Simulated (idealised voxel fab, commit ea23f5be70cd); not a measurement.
Herein follows the process module entitled voxel self aligned vias.
Square cell edge 5 nm, section width 235 nm, ID cut.
This document writes a cross-section as a grid whose cells are square, and gives it as bands, listed from the top down; one or more rows of cells form a band.
Top, bottom (nm), then materials left to right with widths (nm); lone material tagged "edge to edge" fills the whole band edge to edge; "blank" = empty space.
Ref level 0: as-received wafer is one material below here. Bottom band extends down with no lower bound ("0 and below").
Note: "30..40" means the width goes from the first number (top row of the band) to the second number (bottom row) in equal steps per row of cells.
Step marked "nothing different"? Then no cell in the cross-section changed in it.
"Enclosed internal voids" means: voids of 8 cells or more that are shut off from the top with no open way through. Written width x height at distance, distance from the left edge, in nm.
Step line, after settings: the simulator's comment on this step.
The setting "overlay nm" may be written on the line of a step. When the step uses a mask, the value reports how far to the right of the planned place the mask lay, and a negative value reports that it lay to the left.
If you're wondering how to read the rest of this, here's the deal. It's pairs of cross-sections: one from before a process step, one from after it. The after one is only drawn as far down as the lowest band that changed. Right under each pair you'll see which step sits between them and what its settings were. Don't read the pairs as one continuous story, though. They can come from different runs of this module on the same starting wafer, and a pair only carries on from the one above it where its entry headed "Before processing" says so.

# Before processing
  0 and below | Si edge to edge
  Enclosed internal voids: none

# Cross-Section Thereafter
  10 down to 0 | SiO2 edge to edge
  Below 0, no change.
  Enclosed internal voids: none
Step that separates the before view from the after view above: CONFORMAL_DEP [material SiO2] [thk nm 10]

Before processing: identical to the post-step cross-section of the immediately preceding pair.

# Cross-Section Thereafter
  15 down to 10 | SiCN edge to edge
  Below 10, no change.
  Enclosed internal voids: none
Step that separates the before view from the after view above: CONFORMAL_DEP [material SiCN] [thk nm 5]

Before processing: identical to the post-step cross-section of the immediately preceding pair.

# Cross-Section Thereafter
  40 down to 15 | lowk edge to edge
  Below 15, no change.
  Enclosed internal voids: none
Step that separates the before view from the after view above: DIRECTIONAL_DEP [material lowk] [thk nm 25]

Before processing: identical to the post-step cross-section of the immediately preceding pair.

# Cross-Section Thereafter
  55 down to 40 | aC edge to edge
  Below 40, no change.
  Enclosed internal voids: none
Step that separates the before view from the after view above: DIRECTIONAL_DEP [material aC] [thk nm 15]

Before processing: identical to the post-step cross-section of the immediately preceding pair.

# Cross-Section Thereafter
  90 down to 55 | 80 resist; 20 blank; 30 resist; 20 blank; 85 resist
  Below 55, no change.
  Enclosed internal voids: none
Step that separates the before view from the after view above: PATTERN [tone open] [mask id LINES] [material resist] [width nm 20] [pitch nm 50] [thk nm 35] [overlay nm 0]

Before processing: identical to the post-step cross-section of the immediately preceding pair.

# Cross-Section Thereafter
  75 down to 55 | 80 resist; 20 blank; 30 resist; 20 blank; 85 resist
  55 down to 40 | 80 aC; 20 blank; 30 aC; 20 blank; 85 aC
  Below 40, no change.
  Enclosed internal voids: none
Step that separates the before view from the after view above: DIRECTIONAL_ETCH [etch materials aC] [depth nm 15]

Before processing: identical to the post-step cross-section of the immediately preceding pair.

# Cross-Section Thereafter
  55 down to 40 | 80 aC; 20 blank; 30 aC; 20 blank; 85 aC
  Below 40, no change.
  Enclosed internal voids: none
Step that separates the before view from the after view above: STRIP [etch materials resist]

Before processing: identical to the post-step cross-section of the immediately preceding pair.

# Cross-Section Thereafter
  55 down to 40 | 80 aC; 20 blank; 30 aC; 20 blank; 85 aC
  40 down to 15 | 80 lowk; 20 blank; 30 lowk; 20 blank; 85 lowk
  Below 15, no change.
  Enclosed internal voids: none
Step that separates the before view from the after view above: DIRECTIONAL_ETCH [etch materials lowk] [depth nm 25]

Before processing: identical to the post-step cross-section of the immediately preceding pair.

# Cross-Section Thereafter
  40 down to 15 | 80 lowk; 20 blank; 30 lowk; 20 blank; 85 lowk
  Below 15, no change.
  Enclosed internal voids: none
Step that separates the before view from the after view above: STRIP [etch materials aC]

Before processing: identical to the post-step cross-section of the immediately preceding pair.

# Cross-Section Thereafter
  45 down to 40 | 85 TiN; 10 blank; 40 TiN; 10 blank; 90 TiN
  40 down to 20 | 80 lowk; 5 TiN; 10 blank; 5 TiN; 30 lowk; 5 TiN; 10 blank; 5 TiN; 85 lowk
  20 down to 15 | 80 lowk; 20 TiN; 30 lowk; 20 TiN; 85 lowk
  Below 15, no change.
  Enclosed internal voids: none
Step that separates the before view from the after view above: CONFORMAL_DEP [material TiN] [thk nm 5]

Before processing: identical to the post-step cross-section of the immediately preceding pair.

# Cross-Section Thereafter
  50 down to 45 | Ru edge to edge
  45 down to 40 | 85 TiN; 10 Ru; 40 TiN; 10 Ru; 90 TiN
  40 down to 20 | 80 lowk; 5 TiN; 10 Ru; 5 TiN; 30 lowk; 5 TiN; 10 Ru; 5 TiN; 85 lowk
  Below 20, no change.
  Enclosed internal voids: none
Step that separates the before view from the after view above: FILL_DEP [material Ru] [thk nm 5]

Before processing: identical to the post-step cross-section of the immediately preceding pair.

# Cross-Section Thereafter
  40 down to 20 | 80 lowk; 5 TiN; 10 Ru; 5 TiN; 30 lowk; 5 TiN; 10 Ru; 5 TiN; 85 lowk
  Below 20, no change.
  Enclosed internal voids: none
Step that separates the before view from the after view above: CMP [height nm 40]

Before processing: identical to the post-step cross-section of the immediately preceding pair.

# Cross-Section Thereafter
  40 down to 35 | 80 lowk; 20 blank; 30 lowk; 20 blank; 85 lowk
  Below 35, no change.
  Enclosed internal voids: none
Step that separates the before view from the after view above: SELECTIVE_ETCH [etch materials W Ru TiN] [depth nm 5]

Before processing: identical to the post-step cross-section of the immediately preceding pair.

# Cross-Section Thereafter
  45 down to 40 | SiN edge to edge
  40 down to 35 | 80 lowk; 20 SiN; 30 lowk; 20 SiN; 85 lowk
  Below 35, no change.
  Enclosed internal voids: none
Step that separates the before view from the after view above: FILL_DEP [material SiN] [thk nm 5]

Before processing: identical to the post-step cross-section of the immediately preceding pair.

# Cross-Section Thereafter
  40 down to 35 | 80 lowk; 20 SiN; 30 lowk; 20 SiN; 85 lowk
  Below 35, no change.
  Enclosed internal voids: none
Step that separates the before view from the after view above: CMP [height nm 40]

Before processing: identical to the post-step cross-section of the immediately preceding pair.

# Cross-Section Thereafter
  60 down to 40 | lowk edge to edge
  Below 40, no change.
  Enclosed internal voids: none
Step that separates the before view from the after view above: DIRECTIONAL_DEP [material lowk] [thk nm 20]

Before processing: identical to the post-step cross-section of the immediately preceding pair.

# Cross-Section Thereafter
  75 down to 60 | aC edge to edge
  Below 60, no change.
  Enclosed internal voids: none
Step that separates the before view from the after view above: DIRECTIONAL_DEP [material aC] [thk nm 15]

Before processing: identical to the post-step cross-section of the immediately preceding pair.

# Cross-Section Thereafter
  105 down to 75 | 75 resist; 30 blank; 130 resist
  Below 75, no change.
  Enclosed internal voids: none
Step that separates the before view from the after view above: PATTERN [tone open] [mask id VIAS] [material resist] [width nm 30] [thk nm 30] [overlay nm 0]

Before processing: identical to the post-step cross-section of the immediately preceding pair.

# Cross-Section Thereafter
  90 down to 75 | 75 resist; 30 blank; 130 resist
  75 down to 60 | 75 aC; 30 blank; 130 aC
  Below 60, no change.
  Enclosed internal voids: none
Step that separates the before view from the after view above: DIRECTIONAL_ETCH [etch materials aC] [depth nm 15]

Before processing: identical to the post-step cross-section of the immediately preceding pair.

# Cross-Section Thereafter
  75 down to 60 | 75 aC; 30 blank; 130 aC
  Below 60, no change.
  Enclosed internal voids: none
Step that separates the before view from the after view above: STRIP [etch materials resist]

Before processing: identical to the post-step cross-section of the immediately preceding pair.

# Cross-Section Thereafter
  75 down to 60 | 75 aC; 30 blank; 130 aC
  60 down to 40 | 75 lowk; 30 blank; 130 lowk
  Below 40, no change.
  Enclosed internal voids: none
Step that separates the before view from the after view above: DIRECTIONAL_ETCH [etch materials lowk] [depth nm 20]

Before processing: identical to the post-step cross-section of the immediately preceding pair.

# Cross-Section Thereafter
  75 down to 60 | 75 aC; 30 blank; 130 aC
  60 down to 40 | 75 lowk; 30 blank; 130 lowk
  40 down to 35 | 80 lowk; 20 blank; 30 lowk; 20 SiN; 85 lowk
  Below 35, no change.
  Enclosed internal voids: none
Step that separates the before view from the after view above: DIRECTIONAL_ETCH [etch materials SiN] [depth nm 5]

Before processing: identical to the post-step cross-section of the immediately preceding pair.

# Cross-Section Thereafter
  60 down to 40 | 75 lowk; 30 blank; 130 lowk
  Below 40, no change.
  Enclosed internal voids: none
Step that separates the before view from the after view above: STRIP [etch materials aC]

Before processing: identical to the post-step cross-section of the immediately preceding pair.

# Cross-Section Thereafter
  65 down to 60 | 80 TiN; 20 blank; 135 TiN
  60 down to 45 | 75 lowk; 5 TiN; 20 blank; 5 TiN; 130 lowk
  45 down to 40 | 75 lowk; 10 TiN; 10 blank; 10 TiN; 130 lowk
  40 down to 35 | 80 lowk; 20 TiN; 30 lowk; 20 SiN; 85 lowk
  Below 35, no change.
  Enclosed internal voids: none
Step that separates the before view from the after view above: CONFORMAL_DEP [material TiN] [thk nm 5]

Before processing: identical to the post-step cross-section of the immediately preceding pair.

# Cross-Section Thereafter
  70 down to 65 | Ru edge to edge
  65 down to 60 | 80 TiN; 20 Ru; 135 TiN
  60 down to 45 | 75 lowk; 5 TiN; 20 Ru; 5 TiN; 130 lowk
  45 down to 40 | 75 lowk; 10 TiN; 10 Ru; 10 TiN; 130 lowk
  Below 40, no change.
  Enclosed internal voids: none
Step that separates the before view from the after view above: FILL_DEP [material Ru] [thk nm 5]

Before processing: identical to the post-step cross-section of the immediately preceding pair.

# Cross-Section Thereafter
  60 down to 45 | 75 lowk; 5 TiN; 20 Ru; 5 TiN; 130 lowk
  Below 45, no change.
  Enclosed internal voids: none
Step that separates the before view from the after view above: CMP [height nm 60]

Before processing: identical to the post-step cross-section of the immediately preceding pair.

# Cross-Section Thereafter
  65 down to 60 | SiCN edge to edge
  Below 60, no change.
  Enclosed internal voids: none
Step that separates the before view from the after view above: CONFORMAL_DEP [material SiCN] [thk nm 5]

# Before processing
  10 down to 0 | SiO2 edge to edge
  0 and below | Si edge to edge
  Enclosed internal voids: none

# Cross-Section Thereafter
  35 down to 10 | lowk edge to edge
  Below 10, no change.
  Enclosed internal voids: none
Step that separates the before view from the after view above: DIRECTIONAL_DEP [material lowk] [thk nm 25]

Before processing: identical to the post-step cross-section of the immediately preceding pair.

# Cross-Section Thereafter
  50 down to 35 | aC edge to edge
  Below 35, no change.
  Enclosed internal voids: none
Step that separates the before view from the after view above: DIRECTIONAL_DEP [material aC] [thk nm 15]

Before processing: identical to the post-step cross-section of the immediately preceding pair.

# Cross-Section Thereafter
  85 down to 50 | 80 resist; 20 blank; 30 resist; 20 blank; 85 resist
  Below 50, no change.
  Enclosed internal voids: none
Step that separates the before view from the after view above: PATTERN [tone open] [mask id LINES] [material resist] [width nm 20] [pitch nm 50] [thk nm 35] [overlay nm 0]

Before processing: identical to the post-step cross-section of the immediately preceding pair.

# Cross-Section Thereafter
  70 down to 50 | 80 resist; 20 blank; 30 resist; 20 blank; 85 resist
  50 down to 35 | 80 aC; 20 blank; 30 aC; 20 blank; 85 aC
  Below 35, no change.
  Enclosed internal voids: none
Step that separates the before view from the after view above: DIRECTIONAL_ETCH [etch materials aC] [depth nm 15]

Before processing: identical to the post-step cross-section of the immediately preceding pair.

# Cross-Section Thereafter
  50 down to 35 | 80 aC; 20 blank; 30 aC; 20 blank; 85 aC
  Below 35, no change.
  Enclosed internal voids: none
Step that separates the before view from the after view above: STRIP [etch materials resist]

Before processing: identical to the post-step cross-section of the immediately preceding pair.

# Cross-Section Thereafter
  50 down to 35 | 80 aC; 20 blank; 30 aC; 20 blank; 85 aC
  35 down to 10 | 80 lowk; 20 blank; 30 lowk; 20 blank; 85 lowk
  Below 10, no change.
  Enclosed internal voids: none
Step that separates the before view from the after view above: DIRECTIONAL_ETCH [etch materials lowk] [depth nm 25]

Before processing: identical to the post-step cross-section of the immediately preceding pair.

# Cross-Section Thereafter
  35 down to 10 | 80 lowk; 20 blank; 30 lowk; 20 blank; 85 lowk
  Below 10, no change.
  Enclosed internal voids: none
Step that separates the before view from the after view above: STRIP [etch materials aC]

Before processing: identical to the post-step cross-section of the immediately preceding pair.

# Cross-Section Thereafter
  40 down to 35 | 85 TiN; 10 blank; 40 TiN; 10 blank; 90 TiN
  35 down to 15 | 80 lowk; 5 TiN; 10 blank; 5 TiN; 30 lowk; 5 TiN; 10 blank; 5 TiN; 85 lowk
  15 down to 10 | 80 lowk; 20 TiN; 30 lowk; 20 TiN; 85 lowk
  Below 10, no change.
  Enclosed internal voids: none
Step that separates the before view from the after view above: CONFORMAL_DEP [material TiN] [thk nm 5]

Before processing: identical to the post-step cross-section of the immediately preceding pair.

# Cross-Section Thereafter
  45 down to 40 | Ru edge to edge
  40 down to 35 | 85 TiN; 10 Ru; 40 TiN; 10 Ru; 90 TiN
  35 down to 15 | 80 lowk; 5 TiN; 10 Ru; 5 TiN; 30 lowk; 5 TiN; 10 Ru; 5 TiN; 85 lowk
  Below 15, no change.
  Enclosed internal voids: none
Step that separates the before view from the after view above: FILL_DEP [material Ru] [thk nm 5]

Before processing: identical to the post-step cross-section of the immediately preceding pair.

# Cross-Section Thereafter
  40 down to 35 | 85 TiN; 10 Ru; 40 TiN; 10 Ru; 90 TiN
  Below 35, no change.
  Enclosed internal voids: none
Step that separates the before view from the after view above: CMP [height nm 40]

Before processing: identical to the post-step cross-section of the immediately preceding pair.

# Cross-Section Thereafter
  35 down to 15 | 80 lowk; 5 TiN; 10 Ru; 5 TiN; 30 lowk; 5 TiN; 10 Ru; 5 TiN; 85 lowk
  Below 15, no change.
  Enclosed internal voids: none
Step that separates the before view from the after view above: SELECTIVE_ETCH [etch materials W Ru TiN] [depth nm 5]

Before processing: identical to the post-step cross-section of the immediately preceding pair.

# Cross-Section Thereafter
  40 down to 35 | SiN edge to edge
  Below 35, no change.
  Enclosed internal voids: none
Step that separates the before view from the after view above: FILL_DEP [material SiN] [thk nm 5]

Before processing: identical to the post-step cross-section of the immediately preceding pair.

# Cross-Section Thereafter
  60 down to 40 | lowk edge to edge
  Below 40, no change.
  Enclosed internal voids: none
Step that separates the before view from the after view above: DIRECTIONAL_DEP [material lowk] [thk nm 20]

Before processing: identical to the post-step cross-section of the immediately preceding pair.

# Cross-Section Thereafter
  75 down to 60 | aC edge to edge
  Below 60, no change.
  Enclosed internal voids: none
Step that separates the before view from the after view above: DIRECTIONAL_DEP [material aC] [thk nm 15]

Before processing: identical to the post-step cross-section of the immediately preceding pair.

# Cross-Section Thereafter
  105 down to 75 | 75 resist; 30 blank; 130 resist
  Below 75, no change.
  Enclosed internal voids: none
Step that separates the before view from the after view above: PATTERN [tone open] [mask id VIAS] [material resist] [width nm 30] [thk nm 30] [overlay nm 0]

Before processing: identical to the post-step cross-section of the immediately preceding pair.

# Cross-Section Thereafter
  90 down to 75 | 75 resist; 30 blank; 130 resist
  75 down to 60 | 75 aC; 30 blank; 130 aC
  Below 60, no change.
  Enclosed internal voids: none
Step that separates the before view from the after view above: DIRECTIONAL_ETCH [etch materials aC] [depth nm 15]

Before processing: identical to the post-step cross-section of the immediately preceding pair.

# Cross-Section Thereafter
  75 down to 60 | 75 aC; 30 blank; 130 aC
  Below 60, no change.
  Enclosed internal voids: none
Step that separates the before view from the after view above: STRIP [etch materials resist]

Before processing: identical to the post-step cross-section of the immediately preceding pair.

# Cross-Section Thereafter
  75 down to 60 | 75 aC; 30 blank; 130 aC
  60 down to 40 | 75 lowk; 30 blank; 130 lowk
  Below 40, no change.
  Enclosed internal voids: none
Step that separates the before view from the after view above: DIRECTIONAL_ETCH [etch materials lowk] [depth nm 20]

Before processing: identical to the post-step cross-section of the immediately preceding pair.

# Cross-Section Thereafter
  75 down to 60 | 75 aC; 30 blank; 130 aC
  60 down to 40 | 75 lowk; 30 blank; 130 lowk
  40 down to 35 | 75 SiN; 30 blank; 130 SiN
  Below 35, no change.
  Enclosed internal voids: none
Step that separates the before view from the after view above: DIRECTIONAL_ETCH [etch materials SiN] [depth nm 5]

Before processing: identical to the post-step cross-section of the immediately preceding pair.

# Cross-Section Thereafter
  60 down to 40 | 75 lowk; 30 blank; 130 lowk
  Below 40, no change.
  Enclosed internal voids: none
Step that separates the before view from the after view above: STRIP [etch materials aC]

Before processing: identical to the post-step cross-section of the immediately preceding pair.

# Cross-Section Thereafter
  65 down to 60 | 80 TiN; 20 blank; 135 TiN
  60 down to 40 | 75 lowk; 5 TiN; 20 blank; 5 TiN; 130 lowk
  40 down to 35 | 75 SiN; 30 TiN; 130 SiN
  Below 35, no change.
  Enclosed internal voids: none
Step that separates the before view from the after view above: CONFORMAL_DEP [material TiN] [thk nm 5]

Before processing: identical to the post-step cross-section of the immediately preceding pair.

# Cross-Section Thereafter
  70 down to 65 | Ru edge to edge
  65 down to 60 | 80 TiN; 20 Ru; 135 TiN
  60 down to 40 | 75 lowk; 5 TiN; 20 Ru; 5 TiN; 130 lowk
  Below 40, no change.
  Enclosed internal voids: none
Step that separates the before view from the after view above: FILL_DEP [material Ru] [thk nm 5]

Before processing: identical to the post-step cross-section of the immediately preceding pair.

# Cross-Section Thereafter
  60 down to 40 | 75 lowk; 5 TiN; 20 Ru; 5 TiN; 130 lowk
  Below 40, no change.
  Enclosed internal voids: none
Step that separates the before view from the after view above: CMP [height nm 60]

Before processing: identical to the post-step cross-section of the immediately preceding pair.

# Cross-Section Thereafter
  65 down to 60 | SiCN edge to edge
  Below 60, no change.
  Enclosed internal voids: none
Step that separates the before view from the after view above: CONFORMAL_DEP [material SiCN] [thk nm 5]

# Before processing
  75 down to 60 | 75 aC; 30 blank; 130 aC
  60 down to 40 | 75 lowk; 30 blank; 130 lowk
  40 down to 35 | 80 lowk; 20 SiN; 30 lowk; 20 SiN; 85 lowk
  35 down to 20 | 80 lowk; 5 TiN; 10 Ru; 5 TiN; 30 lowk; 5 TiN; 10 Ru; 5 TiN; 85 lowk
  20 down to 15 | 80 lowk; 20 TiN; 30 lowk; 20 TiN; 85 lowk
  15 down to 10 | SiCN edge to edge
  10 down to 0 | SiO2 edge to edge
  0 and below | Si edge to edge
  Enclosed internal voids: none

# Cross-Section Thereafter
  75 down to 60 | 75 aC; 30 blank; 130 aC
  60 down to 40 | 75 lowk; 30 blank; 130 lowk
  40 down to 35 | 75 lowk; 5 blank; 20 SiN; 5 blank; 25 lowk; 20 SiN; 85 lowk
  35 down to 20 | 75 lowk; 5 blank; 5 TiN; 10 Ru; 5 TiN; 5 blank; 25 lowk; 5 TiN; 10 Ru; 5 TiN; 85 lowk
  Below 20, no change.
  Enclosed internal voids: none
Step that separates the before view from the after view above: DIRECTIONAL_ETCH [etch materials lowk] [depth nm 20]

Before processing: identical to the post-step cross-section of the immediately preceding pair.

# Cross-Section Thereafter
  75 down to 60 | 75 aC; 30 blank; 130 aC
  60 down to 40 | 75 lowk; 30 blank; 130 lowk
  40 down to 35 | 75 lowk; 30 blank; 25 lowk; 20 SiN; 85 lowk
  Below 35, no change.
  Enclosed internal voids: none
Step that separates the before view from the after view above: DIRECTIONAL_ETCH [etch materials SiN] [depth nm 5]

Before processing: identical to the post-step cross-section of the immediately preceding pair.

# Cross-Section Thereafter
  60 down to 40 | 75 lowk; 30 blank; 130 lowk
  Below 40, no change.
  Enclosed internal voids: none
Step that separates the before view from the after view above: STRIP [etch materials aC]

Before processing: identical to the post-step cross-section of the immediately preceding pair.

# Cross-Section Thereafter
  65 down to 60 | 80 TiN; 20 blank; 135 TiN
  60 down to 40 | 75 lowk; 5 TiN; 20 blank; 5 TiN; 130 lowk
  40 down to 35 | 75 lowk; 30 TiN; 25 lowk; 20 SiN; 85 lowk
  35 down to 20 | 75 lowk; 10 TiN; 10 Ru; 10 TiN; 25 lowk; 5 TiN; 10 Ru; 5 TiN; 85 lowk
  Below 20, no change.
  Enclosed internal voids: none
Step that separates the before view from the after view above: CONFORMAL_DEP [material TiN] [thk nm 5]

Before processing: identical to the post-step cross-section of the immediately preceding pair.

# Cross-Section Thereafter
  70 down to 65 | Ru edge to edge
  65 down to 60 | 80 TiN; 20 Ru; 135 TiN
  60 down to 40 | 75 lowk; 5 TiN; 20 Ru; 5 TiN; 130 lowk
  Below 40, no change.
  Enclosed internal voids: none
Step that separates the before view from the after view above: FILL_DEP [material Ru] [thk nm 5]

Before processing: identical to the post-step cross-section of the immediately preceding pair.

# Cross-Section Thereafter
  60 down to 40 | 75 lowk; 5 TiN; 20 Ru; 5 TiN; 130 lowk
  Below 40, no change.
  Enclosed internal voids: none
Step that separates the before view from the after view above: CMP [height nm 60]

Before processing: identical to the post-step cross-section of the immediately preceding pair.

# Cross-Section Thereafter
  65 down to 60 | SiCN edge to edge
  Below 60, no change.
  Enclosed internal voids: none
Step that separates the before view from the after view above: CONFORMAL_DEP [material SiCN] [thk nm 5]

# Before processing
  35 down to 10 | lowk edge to edge
  10 down to 0 | SiO2 edge to edge
  0 and below | Si edge to edge
  Enclosed internal voids: none

# Cross-Section Thereafter
  40 down to 35 | SiCN edge to edge
  Below 35, no change.
  Enclosed internal voids: none
Step that separates the before view from the after view above: CONFORMAL_DEP [material SiCN] [thk nm 5]

Before processing: identical to the post-step cross-section of the immediately preceding pair.

# Cross-Section Thereafter
  55 down to 40 | aC edge to edge
  Below 40, no change.
  Enclosed internal voids: none
Step that separates the before view from the after view above: DIRECTIONAL_DEP [material aC] [thk nm 15]

Before processing: identical to the post-step cross-section of the immediately preceding pair.

# Cross-Section Thereafter
  90 down to 55 | 80 resist; 20 blank; 30 resist; 20 blank; 85 resist
  Below 55, no change.
  Enclosed internal voids: none
Step that separates the before view from the after view above: PATTERN [tone open] [mask id LINES] [material resist] [width nm 20] [pitch nm 50] [thk nm 35] [overlay nm 0]

Before processing: identical to the post-step cross-section of the immediately preceding pair.

# Cross-Section Thereafter
  75 down to 55 | 80 resist; 20 blank; 30 resist; 20 blank; 85 resist
  55 down to 40 | 80 aC; 20 blank; 30 aC; 20 blank; 85 aC
  Below 40, no change.
  Enclosed internal voids: none
Step that separates the before view from the after view above: DIRECTIONAL_ETCH [etch materials aC] [depth nm 15]

Before processing: identical to the post-step cross-section of the immediately preceding pair.

# Cross-Section Thereafter
  55 down to 40 | 80 aC; 20 blank; 30 aC; 20 blank; 85 aC
  Below 40, no change.
  Enclosed internal voids: none
Step that separates the before view from the after view above: STRIP [etch materials resist]

Before processing: identical to the post-step cross-section of the immediately preceding pair.

# Cross-Section Thereafter
  40 down to 35 | SiCN edge to edge
  Below 35, no change.
  Enclosed internal voids: none
Step that separates the before view from the after view above: STRIP [etch materials aC]

Before processing: identical to the post-step cross-section of the immediately preceding pair.

# Cross-Section Thereafter
  45 down to 40 | TiN edge to edge
  Below 40, no change.
  Enclosed internal voids: none
Step that separates the before view from the after view above: CONFORMAL_DEP [material TiN] [thk nm 5]

Before processing: identical to the post-step cross-section of the immediately preceding pair.

# Cross-Section Thereafter
  50 down to 45 | Ru edge to edge
  Below 45, no change.
  Enclosed internal voids: none
Step that separates the before view from the after view above: FILL_DEP [material Ru] [thk nm 5]

Before processing: identical to the post-step cross-section of the immediately preceding pair.

# Cross-Section Thereafter
  40 down to 35 | SiCN edge to edge
  Below 35, no change.
  Enclosed internal voids: none
Step that separates the before view from the after view above: CMP [height nm 40]

Before processing: identical to the post-step cross-section of the immediately preceding pair.

# Cross-Section Thereafter
  45 down to 40 | SiN edge to edge
  Below 40, no change.
  Enclosed internal voids: none
Step that separates the before view from the after view above: FILL_DEP [material SiN] [thk nm 5]

Before processing: identical to the post-step cross-section of the immediately preceding pair.

# Cross-Section Thereafter
  40 down to 35 | SiCN edge to edge
  Below 35, no change.
  Enclosed internal voids: none
Step that separates the before view from the after view above: CMP [height nm 40]

Before processing: identical to the post-step cross-section of the immediately preceding pair.

# Cross-Section Thereafter
  60 down to 40 | lowk edge to edge
  Below 40, no change.
  Enclosed internal voids: none
Step that separates the before view from the after view above: DIRECTIONAL_DEP [material lowk] [thk nm 20]

Before processing: identical to the post-step cross-section of the immediately preceding pair.

# Cross-Section Thereafter
  75 down to 60 | aC edge to edge
  Below 60, no change.
  Enclosed internal voids: none
Step that separates the before view from the after view above: DIRECTIONAL_DEP [material aC] [thk nm 15]

Before processing: identical to the post-step cross-section of the immediately preceding pair.

# Cross-Section Thereafter
  105 down to 75 | 75 resist; 30 blank; 130 resist
  Below 75, no change.
  Enclosed internal voids: none
Step that separates the before view from the after view above: PATTERN [tone open] [mask id VIAS] [material resist] [width nm 30] [thk nm 30] [overlay nm 0]

Before processing: identical to the post-step cross-section of the immediately preceding pair.

# Cross-Section Thereafter
  90 down to 75 | 75 resist; 30 blank; 130 resist
  75 down to 60 | 75 aC; 30 blank; 130 aC
  Below 60, no change.
  Enclosed internal voids: none
Step that separates the before view from the after view above: DIRECTIONAL_ETCH [etch materials aC] [depth nm 15]

Before processing: identical to the post-step cross-section of the immediately preceding pair.

# Cross-Section Thereafter
  75 down to 60 | 75 aC; 30 blank; 130 aC
  Below 60, no change.
  Enclosed internal voids: none
Step that separates the before view from the after view above: STRIP [etch materials resist]

Before processing: identical to the post-step cross-section of the immediately preceding pair.

# Cross-Section Thereafter
  75 down to 60 | 75 aC; 30 blank; 130 aC
  60 down to 40 | 75 lowk; 30 blank; 130 lowk
  Below 40, no change.
  Enclosed internal voids: none
Step that separates the before view from the after view above: DIRECTIONAL_ETCH [etch materials lowk] [depth nm 20]

Before processing: identical to the post-step cross-section of the immediately preceding pair.

# Cross-Section Thereafter
  60 down to 40 | 75 lowk; 30 blank; 130 lowk
  Below 40, no change.
  Enclosed internal voids: none
Step that separates the before view from the after view above: STRIP [etch materials aC]

Before processing: identical to the post-step cross-section of the immediately preceding pair.

# Cross-Section Thereafter
  65 down to 60 | 80 TiN; 20 blank; 135 TiN
  60 down to 45 | 75 lowk; 5 TiN; 20 blank; 5 TiN; 130 lowk
  45 down to 40 | 75 lowk; 30 TiN; 130 lowk
  Below 40, no change.
  Enclosed internal voids: none
Step that separates the before view from the after view above: CONFORMAL_DEP [material TiN] [thk nm 5]

Before processing: identical to the post-step cross-section of the immediately preceding pair.

# Cross-Section Thereafter
  70 down to 65 | Ru edge to edge
  65 down to 60 | 80 TiN; 20 Ru; 135 TiN
  60 down to 45 | 75 lowk; 5 TiN; 20 Ru; 5 TiN; 130 lowk
  Below 45, no change.
  Enclosed internal voids: none
Step that separates the before view from the after view above: FILL_DEP [material Ru] [thk nm 5]

Before processing: identical to the post-step cross-section of the immediately preceding pair.

# Cross-Section Thereafter
  60 down to 45 | 75 lowk; 5 TiN; 20 Ru; 5 TiN; 130 lowk
  Below 45, no change.
  Enclosed internal voids: none
Step that separates the before view from the after view above: CMP [height nm 60]

Before processing: identical to the post-step cross-section of the immediately preceding pair.

# Cross-Section Thereafter
  65 down to 60 | SiCN edge to edge
  Below 60, no change.
  Enclosed internal voids: none
Step that separates the before view from the after view above: CONFORMAL_DEP [material SiCN] [thk nm 5]

# Before processing
  0 and below | Si edge to edge
  Enclosed internal voids: none

# Cross-Section Thereafter
  15 down to 0 | SiO2 edge to edge
  Below 0, no change.
  Enclosed internal voids: none
Step that separates the before view from the after view above: CONFORMAL_DEP [material SiO2] [thk nm 15]

Before processing: identical to the post-step cross-section of the immediately preceding pair.

# Cross-Section Thereafter
  20 down to 15 | SiCN edge to edge
  Below 15, no change.
  Enclosed internal voids: none
Step that separates the before view from the after view above: CONFORMAL_DEP [material SiCN] [thk nm 5]

Before processing: identical to the post-step cross-section of the immediately preceding pair.

# Cross-Section Thereafter
  45 down to 20 | lowk edge to edge
  Below 20, no change.
  Enclosed internal voids: none
Step that separates the before view from the after view above: DIRECTIONAL_DEP [material lowk] [thk nm 25]

Before processing: identical to the post-step cross-section of the immediately preceding pair.

# Cross-Section Thereafter
  60 down to 45 | aC edge to edge
  Below 45, no change.
  Enclosed internal voids: none
Step that separates the before view from the after view above: DIRECTIONAL_DEP [material aC] [thk nm 15]

Before processing: identical to the post-step cross-section of the immediately preceding pair.

# Cross-Section Thereafter
  95 down to 60 | 80 resist; 20 blank; 30 resist; 20 blank; 85 resist
  Below 60, no change.
  Enclosed internal voids: none
Step that separates the before view from the after view above: PATTERN [tone open] [mask id LINES] [material resist] [width nm 20] [pitch nm 50] [thk nm 35] [overlay nm 0]

Before processing: identical to the post-step cross-section of the immediately preceding pair.

# Cross-Section Thereafter
  80 down to 60 | 80 resist; 20 blank; 30 resist; 20 blank; 85 resist
  60 down to 45 | 80 aC; 20 blank; 30 aC; 20 blank; 85 aC
  Below 45, no change.
  Enclosed internal voids: none
Step that separates the before view from the after view above: DIRECTIONAL_ETCH [etch materials aC] [depth nm 15]

Before processing: identical to the post-step cross-section of the immediately preceding pair.

# Cross-Section Thereafter
  60 down to 45 | 80 aC; 20 blank; 30 aC; 20 blank; 85 aC
  Below 45, no change.
  Enclosed internal voids: none
Step that separates the before view from the after view above: STRIP [etch materials resist]

Before processing: identical to the post-step cross-section of the immediately preceding pair.

# Cross-Section Thereafter
  60 down to 45 | 80 aC; 20 blank; 30 aC; 20 blank; 85 aC
  45 down to 20 | 80 lowk; 20 blank; 30 lowk; 20 blank; 85 lowk
  Below 20, no change.
  Enclosed internal voids: none
Step that separates the before view from the after view above: DIRECTIONAL_ETCH [etch materials lowk] [depth nm 25]

Before processing: identical to the post-step cross-section of the immediately preceding pair.

# Cross-Section Thereafter
  45 down to 20 | 80 lowk; 20 blank; 30 lowk; 20 blank; 85 lowk
  Below 20, no change.
  Enclosed internal voids: none
Step that separates the before view from the after view above: STRIP [etch materials aC]

Before processing: identical to the post-step cross-section of the immediately preceding pair.

# Cross-Section Thereafter
  50 down to 45 | 85 TiN; 10 blank; 40 TiN; 10 blank; 90 TiN
  45 down to 25 | 80 lowk; 5 TiN; 10 blank; 5 TiN; 30 lowk; 5 TiN; 10 blank; 5 TiN; 85 lowk
  25 down to 20 | 80 lowk; 20 TiN; 30 lowk; 20 TiN; 85 lowk
  Below 20, no change.
  Enclosed internal voids: none
Step that separates the before view from the after view above: CONFORMAL_DEP [material TiN] [thk nm 5]
